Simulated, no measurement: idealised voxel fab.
process module | voxel capacitor over wiring
cross-section cut | 265 nm wide | cells 5 nm
A cross-section is a grid of square cells, given in bands from the top down. A band is one or more rows of cells.
Each band's line starts with the height of the band's top and of its bottom, in nm. Then come its materials from left to right, each with its width in nm. One material with "throughout" fills the band from edge to edge. "air" is empty space.
Height 0 is the level under which the wafer as received is all one material. The lowest band goes on downwards, as in "0 down".
A width such as "30 to 40" changes by the same amount from each row of cells to the next, from the band's top row to its bottom row.
"no change" after a step means that no cell of the cross-section changed.
closed voids: empty space of 8 cells or more with no open way to the top, each as width x height at its distance from the left edge, in nm
after a step's settings: what the simulator itself notes on the step
overlay nm, on a step with a mask: how far to the right of its planned place the mask lay; to the left if negative
plan
1 op RECEIVE | material Si
2 op CONFORMAL_DEP | material SiO2 | thk nm 15
3 op CONFORMAL_DEP | material SiCN | thk nm 5
4 op DIRECTIONAL_DEP | material SiO2 | thk nm 15
5 op MASKED_ETCH | tone open | mask id METAL_1 | width nm 25 | pitch nm 85 | etch materials SiO2 | depth nm 15 | overlay nm 0
6 op MASKED_ETCH | tone open | mask id METAL_1 | width nm 25 | pitch nm 85 | etch materials SiCN | depth nm 5 | overlay nm 0
7 op CONFORMAL_DEP | material TiN | thk nm 5
8 op FILL_DEP | material Ru | thk nm 10
9 op CMP | height nm 35
10 op EPI | material Ru | thk nm 5
11 op FILL_DEP | material SiCN | thk nm 5
12 op DIRECTIONAL_DEP | material SiO2 | thk nm 10
13 op PATTERN | tone open | mask id PLUG_1 | material resist | width nm 15 | thk nm 20 | overlay nm 0
14 op DIRECTIONAL_ETCH | etch materials SiO2 | depth nm 10
15 op DIRECTIONAL_ETCH | etch materials SiCN | depth nm 5
16 op STRIP | etch materials resist
17 op CONFORMAL_DEP | material TiN | thk nm 5
18 op FILL_DEP | material Ru | thk nm 5
19 op CMP | height nm 55
20 op DIRECTIONAL_DEP | material TiN | thk nm 10
21 op DIRECTIONAL_DEP | material SiN | thk nm 5
22 op DIRECTIONAL_DEP | material TiN | thk nm 10
23 op DIRECTIONAL_DEP | material aC | thk nm 15
24 op PATTERN | tone cover | mask id UPPER_PLATE | material resist | width nm 65 | thk nm 30 | overlay nm 0
25 op DIRECTIONAL_ETCH | etch materials aC | depth nm 15
26 op STRIP | etch materials resist
27 op DIRECTIONAL_ETCH | etch materials TiN | depth nm 10
28 op DIRECTIONAL_ETCH | etch materials SiN | depth nm 5
29 op STRIP | etch materials aC
30 op DIRECTIONAL_DEP | material aC | thk nm 10
31 op PATTERN | tone cover | mask id LOWER_PLATE | material resist | width nm 75 | thk nm 30 | overlay nm 0
32 op DIRECTIONAL_ETCH | etch materials aC | depth nm 10
33 op STRIP | etch materials resist
34 op DIRECTIONAL_ETCH | etch materials TiN | depth nm 10
35 op STRIP | etch materials aC
36 op FILL_DEP | material SiO2 | thk nm 15
37 op CMP | height nm 90
38 op MASKED_ETCH | tone open | mask id PLUG_2 | width nm 15 | etch materials SiO2 | depth nm 10 | overlay nm 0
39 op CONFORMAL_DEP | material TiN | thk nm 5
40 op FILL_DEP | material Ru | thk nm 10
41 op CMP | height nm 90
42 op CONFORMAL_DEP | material SiCN | thk nm 5
as received, after step 1
  0 down: Si throughout
  closed voids: none
a wafer at the end: this start, this plan, one mistake
  95 to 90: SiCN throughout
  90 to 85: SiO2 95 | TiN 5 | Ru 5 | TiN 5 | SiO2 155
  85 to 80: SiO2 95 | TiN 15 | SiO2 155
  80 to 70: SiO2 85 | TiN 65 | SiO2 115
  70 to 60: SiO2 80 | TiN 75 | SiO2 110
  60 to 55: SiN throughout
  55 to 45: SiO2 85 | TiN 5 | Ru 5 | TiN 5 | SiO2 165
  45 to 40: SiCN 85 | TiN 15 | SiCN 165
  40 to 35: SiCN 70 | Ru 35 | SiCN 50 | Ru 35 | SiCN 75
  35 to 20: SiO2 75 | TiN 5 | Ru 15 | TiN 5 | SiO2 60 | TiN 5 | Ru 15 | TiN 5 | SiO2 80
  20 to 15: SiCN 75 | TiN 25 | SiCN 60 | TiN 25 | SiCN 80
  15 to 0: SiO2 throughout
  0 down: Si throughout
  closed voids: none
what went wrong: steps 20 and 21 were swapped
